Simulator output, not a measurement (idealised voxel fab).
Process module in this document: voxel self aligned contacts
It is cross-section cut that appears here, measuring 155 nm in width, its square cells being 5 nm in size.
Notation: cross-section as square-cell grid; stated in bands, top first, going down; one or more cell rows per band. In this notation a band is specified by the heights of its top and bottom, in that order and in nm, after which its materials appear from left to right, each paired with its width in nm. The word "edge to edge" attached to a single material means that material fills the band from edge to edge; the word "empty" stands for empty space. Ref level 0: as-received wafer is one material below here. Bottom band extends down with no lower bound ("0 down"). Top row gets the first number, bottom row gets the second, and each row in between changes by the same step: that is how a band width like "30..40" works. No cell of the cross-section changed in a step that is given as "remained unchanged". The list in "Unvented voids" covers empty spaces of 8 cells or more that cannot reach the top through any open way, and it gives each as width x height at distance; the distance is from the left edge, and width, height and distance are in nm. Step line, after settings: the simulator's comment on this step. The setting "overlay nm" may be written on the line of a step. When the step uses a mask, the value reports how far to the right of the planned place the mask lay, and a negative value reports that it lay to the left.
Listed below are the process steps as planned
| 1 | RECEIVE,material Si |
| 2 | OXIDIZE,depth nm 5 |
| 3 | DIRECTIONAL_DEP,material polySi,thk nm 30 |
| 4 | DIRECTIONAL_DEP,material SiN,thk nm 15 |
| 5 | PATTERN,tone cover,mask id GATE,material resist,width nm 25,pitch nm 50,thk nm 15,overlay nm 0 |
| 6 | DIRECTIONAL_ETCH,etch materials SiN,depth nm 15 |
| 7 | DIRECTIONAL_ETCH,etch materials polySi,depth nm 30 |
| 8 | STRIP,etch materials resist |
| 9 | CONFORMAL_DEP,material SiN,thk nm 5 |
| 10 | DIRECTIONAL_ETCH,etch materials SiN,depth nm 5 |
| 11 | FILL_DEP,material SiO2,thk nm 15 |
| 12 | CMP,height nm 50 |
| 13 | PATTERN,tone open,mask id CONTACT,material resist,width nm 35,thk nm 20,overlay nm 0 |
| 14 | DIRECTIONAL_ETCH,etch materials SiO2,depth nm 55 |
| 15 | STRIP,etch materials resist |
| 16 | CONFORMAL_DEP,material TiN,thk nm 5 |
| 17 | FILL_DEP,material Ru,thk nm 10 |
| 18 | CMP,height nm 50 |
| 19 | CONFORMAL_DEP,material SiCN,thk nm 5 |
Cross-section of the incoming wafer, state after step 1
> 0 down = Si edge to edge
> Unvented voids: none
The first of the two wafers as seen in cross-section once the module was finished; processing followed the plan
> 55 to 50 = SiCN edge to edge
> 50 to 45 = SiO2 60 nm; TiN 15 nm; Ru 5 nm; TiN 15 nm; SiO2 60 nm
> 45 to 30 = SiO2 35 nm; SiN 35 nm; TiN 5 nm; Ru 5 nm; TiN 5 nm; SiN 35 nm; SiO2 35 nm
> 30 to 0 = SiO2 35 nm; SiN 5 nm; polySi 25 nm; SiN 5 nm; TiN 5 nm; Ru 5 nm; TiN 5 nm; SiN 5 nm; polySi 25 nm; SiN 5 nm; SiO2 35 nm
> 0 to -5 = SiO2 70 nm; TiN 15 nm; SiO2 70 nm
> -5 down = Si edge to edge
> Unvented voids: none
This is the second of the two wafers, cross-sectioned at the end of the module; it started exactly like the first and was given the same plan, but it was run with one mistake
> 55 to 50 = SiCN edge to edge
> 50 to 45 = SiO2 60 nm; TiN 15 nm; Ru 5 nm; TiN 15 nm; SiO2 60 nm
> 45 to 30 = SiO2 35 nm; SiN 35 nm; TiN 5 nm; Ru 5 nm; TiN 5 nm; SiN 35 nm; SiO2 35 nm
> 30 to 25 = SiO2 70 nm; TiN 15 nm; SiO2 70 nm
> 25 to 0 = polySi edge to edge
> 0 down = Si edge to edge
> Unvented voids: none
Diagnosis: step 3 occupied the plan position of step 2, and the converse holds as well
The second wafer ends with more or fewer cells of some materials than the first, per final count: 6 fewer of Ru | 31 more of Si | 24 fewer of SiN | 84 fewer of SiO2 | 12 fewer of TiN | 95 more of polySi
